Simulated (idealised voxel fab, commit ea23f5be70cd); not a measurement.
The process module presented herein is designated voxel gate over fins.
The cross-section on display is named cut; it measures 280 nm wide, and its cells are 5 nm squares.
Square cells in a grid make up a cross-section in this document, and the grid is given as bands, listed from the top down, each one or more rows of cells. Band entry format. Leading values: height of top, height of bottom, nm. Remainder: materials in left-to-right order, each with its width in nm. Special words: "throughout" on a single material, which then fills the band edge to edge; "air", empty space. Convention: height 0 is the level below which the wafer, as received, is all one material. The lowest band does not terminate at the bottom but continues downward, represented as "0 -> down". A two-number width, for instance "30..40", indicates that the width is equal to the first number in the top row of the band and to the second number in the bottom row, and that it changes by a constant amount per row of cells. You'll sometimes find "identical to before" written for a step, and that's the way of saying that nowhere in the cross-section did a cell change during that step. Sealed cavities: empty space of 8 cells or more with no open way to the top, each as width x height at its distance from the left edge, in nm. Read whatever lies past the settings on a step's line as the simulator's own remark about the step. overlay nm, on a step with a mask: how far to the right of its planned place the mask lay; to the left if negative.
Listed below are the process steps as planned:
1) RECEIVE (material Si)
2) CONFORMAL_DEP (material SiN; thk nm 10)
3) DIRECTIONAL_DEP (material aC; thk nm 15)
4) PATTERN (tone cover; mask id FINS; material resist; width nm 15; pitch nm 50; thk nm 30; overlay nm 0)
5) DIRECTIONAL_ETCH (etch materials aC; depth nm 15)
6) STRIP (etch materials resist)
7) DIRECTIONAL_ETCH (etch materials SiN; depth nm 10)
8) DIRECTIONAL_ETCH (etch materials Si; depth nm 30)
9) STRIP (etch materials aC)
10) OXIDIZE (depth nm 5)
11) FILL_DEP (material SiO2; thk nm 15)
12) CMP (height nm 10)
13) MASKED_ETCH (tone open; mask id RAIL; width nm 15; etch materials SiO2; depth nm 35; overlay nm 0)
14) CONFORMAL_DEP (material TiN; thk nm 5)
15) FILL_DEP (material W; thk nm 5)
16) CMP (height nm 10)
17) SELECTIVE_ETCH (etch materials W Ru TiN; depth nm 25)
18) FILL_DEP (material SiO2; thk nm 5)
19) CMP (height nm 10)
20) SELECTIVE_ETCH (etch materials SiO2; depth nm 20)
21) STRIP (etch materials SiN)
22) CONFORMAL_DEP (material HfO2; thk nm 5)
23) CONFORMAL_DEP (material TiN; thk nm 5)
24) FILL_DEP (material W; thk nm 15)
25) CMP (height nm 20)
26) CONFORMAL_DEP (material SiN; thk nm 5)
The cross-section here shows the wafer as received, i.e. in its state after step 1:
- 0 -> down = Si throughout
- Sealed cavities: none
Result of the module, cross-sectioned: start per above, plan per above, one error in how it was run:
- 25 -> 20 = SiN throughout
- 20 -> 10 = W throughout
- 10 -> 5 = TiN 60 | W 5 | TiN 45 | W 5 | TiN 45 | W 5 | TiN 45 | W 5 | TiN 65
- 5 -> 0 = HfO2 55 | TiN 5 | W 5 | TiN 5 | HfO2 35 | TiN 5 | W 5 | TiN 5 | HfO2 35 | TiN 5 | W 5 | TiN 5 | HfO2 35 | TiN 5 | W 5 | TiN 5 | HfO2 60
- 0 -> -5 = Si 50 | HfO2 5 | TiN 15 | HfO2 5 | Si 25 | HfO2 5 | TiN 15 | HfO2 5 | Si 25 | HfO2 5 | TiN 15 | HfO2 5 | Si 25 | HfO2 5 | TiN 15 | HfO2 5 | Si 55
- -5 -> -10 = Si 50 | HfO2 25 | Si 25 | HfO2 25 | Si 25 | HfO2 25 | Si 25 | HfO2 25 | Si 55
- -10 -> -35 = Si 50 | SiO2 25 | Si 25 | SiO2 25 | Si 25 | SiO2 25 | Si 25 | SiO2 25 | Si 55
- -35 -> down = Si throughout
- Sealed cavities: none
Which mistake was made when the wafer was run? rather than as planned, step 4 actually ran as PATTERN (tone open; mask id FINS; material resist; width nm 15; pitch nm 50; thk nm 30; overlay nm 0)
